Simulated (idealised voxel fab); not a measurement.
process module | voxel self aligned vias
cross-section cut | 280 nm wide | cells 5 nm
A cross-section is a grid of square cells, given in bands from the top down. A band is one or more rows of cells.
Each band's line starts with the height of the band's top and of its bottom, in nm. Then come its materials from left to right, each with its width in nm. One material with "throughout" fills the band from edge to edge. "air" is empty space.
Height 0 is the level under which the wafer as received is all one material. The lowest band goes on downwards, as in "0 down".
A width such as "30 to 40" changes by the same amount from each row of cells to the next, from the band's top row to its bottom row.
"no change" after a step means that no cell of the cross-section changed.
closed voids: empty space of 8 cells or more with no open way to the top, each as width x height at its distance from the left edge, in nm
after a step's settings: what the simulator itself notes on the step
overlay nm, on a step with a mask: how far to the right of its planned place the mask lay; to the left if negative
plan
1 op RECEIVE | material Si
2 op CONFORMAL_DEP | material SiO2 | thk nm 15
3 op CONFORMAL_DEP | material SiCN | thk nm 5
4 op DIRECTIONAL_DEP | material SiO2 | thk nm 30
5 op DIRECTIONAL_DEP | material aC | thk nm 10
6 op PATTERN | tone open | mask id LINES | material resist | width nm 20 | pitch nm 45 | thk nm 25 | overlay nm 0
7 op DIRECTIONAL_ETCH | etch materials aC | depth nm 10
8 op STRIP | etch materials resist
9 op DIRECTIONAL_ETCH | etch materials SiO2 | depth nm 30
10 op STRIP | etch materials aC
11 op CONFORMAL_DEP | material TiN | thk nm 5
12 op FILL_DEP | material Ru | thk nm 5
13 op CMP | height nm 50
14 op SELECTIVE_ETCH | etch materials W Ru TiN | depth nm 10
15 op FILL_DEP | material SiN | thk nm 5
16 op CMP | height nm 50
17 op DIRECTIONAL_DEP | material SiO2 | thk nm 15
18 op DIRECTIONAL_DEP | material aC | thk nm 10
19 op PATTERN | tone open | mask id VIAS | material resist | width nm 30 | thk nm 25 | overlay nm 0
20 op DIRECTIONAL_ETCH | etch materials aC | depth nm 10
21 op STRIP | etch materials resist
22 op DIRECTIONAL_ETCH | etch materials SiO2 | depth nm 15
23 op DIRECTIONAL_ETCH | etch materials SiN | depth nm 10
24 op STRIP | etch materials aC
25 op CONFORMAL_DEP | material TiN | thk nm 5
26 op FILL_DEP | material Ru | thk nm 10
27 op CMP | height nm 65
28 op CONFORMAL_DEP | material SiCN | thk nm 5
first wafer, as planned
as received, after step 1
  0 down: Si throughout
  closed voids: none
after step 2
  15 to 0: SiO2 throughout
  below 0: unchanged
after step 3
  20 to 15: SiCN throughout
  below 15: unchanged
after step 4
  50 to 20: SiO2 throughout
  below 20: unchanged
after step 5
  60 to 50: aC throughout
  below 50: unchanged
after step 6
  85 to 60: resist 105 | air 20 | resist 25 | air 20 | resist 110
  below 60: unchanged
after step 7
  75 to 60: resist 105 | air 20 | resist 25 | air 20 | resist 110
  60 to 50: aC 105 | air 20 | aC 25 | air 20 | aC 110
  below 50: unchanged
after step 8
  60 to 50: aC 105 | air 20 | aC 25 | air 20 | aC 110
  below 50: unchanged
after step 9
  60 to 50: aC 105 | air 20 | aC 25 | air 20 | aC 110
  50 to 20: SiO2 105 | air 20 | SiO2 25 | air 20 | SiO2 110
  below 20: unchanged
after step 10
  50 to 20: SiO2 105 | air 20 | SiO2 25 | air 20 | SiO2 110
  below 20: unchanged
after step 11
  55 to 50: TiN 110 | air 10 | TiN 35 | air 10 | TiN 115
  50 to 25: SiO2 105 | TiN 5 | air 10 | TiN 5 | SiO2 25 | TiN 5 | air 10 | TiN 5 | SiO2 110
  25 to 20: SiO2 105 | TiN 20 | SiO2 25 | TiN 20 | SiO2 110
  below 20: unchanged
after step 12
  60 to 55: Ru throughout
  55 to 50: TiN 110 | Ru 10 | TiN 35 | Ru 10 | TiN 115
  50 to 25: SiO2 105 | TiN 5 | Ru 10 | TiN 5 | SiO2 25 | TiN 5 | Ru 10 | TiN 5 | SiO2 110
  below 25: unchanged
after step 13
  50 to 25: SiO2 105 | TiN 5 | Ru 10 | TiN 5 | SiO2 25 | TiN 5 | Ru 10 | TiN 5 | SiO2 110
  below 25: unchanged
after step 14
  50 to 40: SiO2 105 | air 20 | SiO2 25 | air 20 | SiO2 110
  below 40: unchanged
after step 15
  55 to 50: SiN throughout
  50 to 40: SiO2 105 | SiN 20 | SiO2 25 | SiN 20 | SiO2 110
  below 40: unchanged
after step 16
  50 to 40: SiO2 105 | SiN 20 | SiO2 25 | SiN 20 | SiO2 110
  below 40: unchanged
after step 17
  65 to 50: SiO2 throughout
  below 50: unchanged
after step 18
  75 to 65: aC throughout
  below 65: unchanged
after step 19
  100 to 75: resist 100 | air 30 | resist 150
  below 75: unchanged
after step 20
  90 to 75: resist 100 | air 30 | resist 150
  75 to 65: aC 100 | air 30 | aC 150
  below 65: unchanged
after step 21
  75 to 65: aC 100 | air 30 | aC 150
  below 65: unchanged
after step 22
  75 to 65: aC 100 | air 30 | aC 150
  65 to 50: SiO2 100 | air 30 | SiO2 150
  below 50: unchanged
after step 23
  75 to 65: aC 100 | air 30 | aC 150
  65 to 50: SiO2 100 | air 30 | SiO2 150
  50 to 40: SiO2 105 | air 20 | SiO2 25 | SiN 20 | SiO2 110
  below 40: unchanged
after step 24
  65 to 50: SiO2 100 | air 30 | SiO2 150
  below 50: unchanged
after step 25
  70 to 65: TiN 105 | air 20 | TiN 155
  65 to 55: SiO2 100 | TiN 5 | air 20 | TiN 5 | SiO2 150
  55 to 50: SiO2 100 | TiN 10 | air 10 | TiN 10 | SiO2 150
  50 to 45: SiO2 105 | TiN 5 | air 10 | TiN 5 | SiO2 25 | SiN 20 | SiO2 110
  45 to 40: SiO2 105 | TiN 20 | SiO2 25 | SiN 20 | SiO2 110
  below 40: unchanged
after step 26
  80 to 70: Ru throughout
  70 to 65: TiN 105 | Ru 20 | TiN 155
  65 to 55: SiO2 100 | TiN 5 | Ru 20 | TiN 5 | SiO2 150
  55 to 50: SiO2 100 | TiN 10 | Ru 10 | TiN 10 | SiO2 150
  50 to 45: SiO2 105 | TiN 5 | Ru 10 | TiN 5 | SiO2 25 | SiN 20 | SiO2 110
  below 45: unchanged
after step 27
  65 to 55: SiO2 100 | TiN 5 | Ru 20 | TiN 5 | SiO2 150
  below 55: unchanged
after step 28
  70 to 65: SiCN throughout
  below 65: unchanged
second wafer: like start, like plan, one mistake. Through step 5 it matches the first wafer
when step 6 should have ended
  85 to 60: resist 95 | air 20 | resist 25 | air 20 | resist 120
  below 60: unchanged
when step 7 should have ended
  75 to 60: resist 95 | air 20 | resist 25 | air 20 | resist 120
  60 to 50: aC 95 | air 20 | aC 25 | air 20 | aC 120
  below 50: unchanged
when step 8 should have ended
  60 to 50: aC 95 | air 20 | aC 25 | air 20 | aC 120
  below 50: unchanged
when step 9 should have ended
  60 to 50: aC 95 | air 20 | aC 25 | air 20 | aC 120
  50 to 20: SiO2 95 | air 20 | SiO2 25 | air 20 | SiO2 120
  below 20: unchanged
when step 10 should have ended
  50 to 20: SiO2 95 | air 20 | SiO2 25 | air 20 | SiO2 120
  below 20: unchanged
when step 11 should have ended
  55 to 50: TiN 100 | air 10 | TiN 35 | air 10 | TiN 125
  50 to 25: SiO2 95 | TiN 5 | air 10 | TiN 5 | SiO2 25 | TiN 5 | air 10 | TiN 5 | SiO2 120
  25 to 20: SiO2 95 | TiN 20 | SiO2 25 | TiN 20 | SiO2 120
  below 20: unchanged
when step 12 should have ended
  60 to 55: Ru throughout
  55 to 50: TiN 100 | Ru 10 | TiN 35 | Ru 10 | TiN 125
  50 to 25: SiO2 95 | TiN 5 | Ru 10 | TiN 5 | SiO2 25 | TiN 5 | Ru 10 | TiN 5 | SiO2 120
  below 25: unchanged
when step 13 should have ended
  50 to 25: SiO2 95 | TiN 5 | Ru 10 | TiN 5 | SiO2 25 | TiN 5 | Ru 10 | TiN 5 | SiO2 120
  below 25: unchanged
when step 14 should have ended
  50 to 40: SiO2 95 | air 20 | SiO2 25 | air 20 | SiO2 120
  below 40: unchanged
when step 15 should have ended
  55 to 50: SiN throughout
  50 to 40: SiO2 95 | SiN 20 | SiO2 25 | SiN 20 | SiO2 120
  below 40: unchanged
when step 16 should have ended
  50 to 40: SiO2 95 | SiN 20 | SiO2 25 | SiN 20 | SiO2 120
  below 40: unchanged
when step 17 should have ended
  65 to 50: SiO2 throughout
  below 50: unchanged
when step 18 should have ended
  75 to 65: aC throughout
  below 65: unchanged
when step 19 should have ended
  100 to 75: resist 100 | air 30 | resist 150
  below 75: unchanged
when step 20 should have ended
  90 to 75: resist 100 | air 30 | resist 150
  75 to 65: aC 100 | air 30 | aC 150
  below 65: unchanged
when step 21 should have ended
  75 to 65: aC 100 | air 30 | aC 150
  below 65: unchanged
when step 22 should have ended
  75 to 65: aC 100 | air 30 | aC 150
  65 to 50: SiO2 100 | air 30 | SiO2 150
  below 50: unchanged
when step 23 should have ended
  75 to 65: aC 100 | air 30 | aC 150
  65 to 50: SiO2 100 | air 30 | SiO2 150
  50 to 40: SiO2 95 | SiN 5 | air 15 | SiO2 25 | SiN 20 | SiO2 120
  below 40: unchanged
when step 24 should have ended
  65 to 50: SiO2 100 | air 30 | SiO2 150
  below 50: unchanged
when step 25 should have ended
  70 to 65: TiN 105 | air 20 | TiN 155
  65 to 55: SiO2 100 | TiN 5 | air 20 | TiN 5 | SiO2 150
  55 to 50: SiO2 100 | TiN 5 | air 5 | TiN 20 | SiO2 150
  50 to 45: SiO2 95 | SiN 5 | TiN 5 | air 5 | TiN 5 | SiO2 25 | SiN 20 | SiO2 120
  45 to 40: SiO2 95 | SiN 5 | TiN 15 | SiO2 25 | SiN 20 | SiO2 120
  below 40: unchanged
when step 26 should have ended
  80 to 70: Ru throughout
  70 to 65: TiN 105 | Ru 20 | TiN 155
  65 to 55: SiO2 100 | TiN 5 | Ru 20 | TiN 5 | SiO2 150
  55 to 50: SiO2 100 | TiN 5 | Ru 5 | TiN 20 | SiO2 150
  50 to 45: SiO2 95 | SiN 5 | TiN 5 | Ru 5 | TiN 5 | SiO2 25 | SiN 20 | SiO2 120
  below 45: unchanged
when step 27 should have ended
  65 to 55: SiO2 100 | TiN 5 | Ru 20 | TiN 5 | SiO2 150
  below 55: unchanged
when step 28 should have ended
  70 to 65: SiCN throughout
  below 65: unchanged
what went wrong: step 6 ran as: op PATTERN | tone open | mask id LINES | material resist | width nm 20 | pitch nm 45 | thk nm 25 | overlay nm -10
at the end the second wafer has, in cells: 2 fewer of Ru | 2 more of SiN
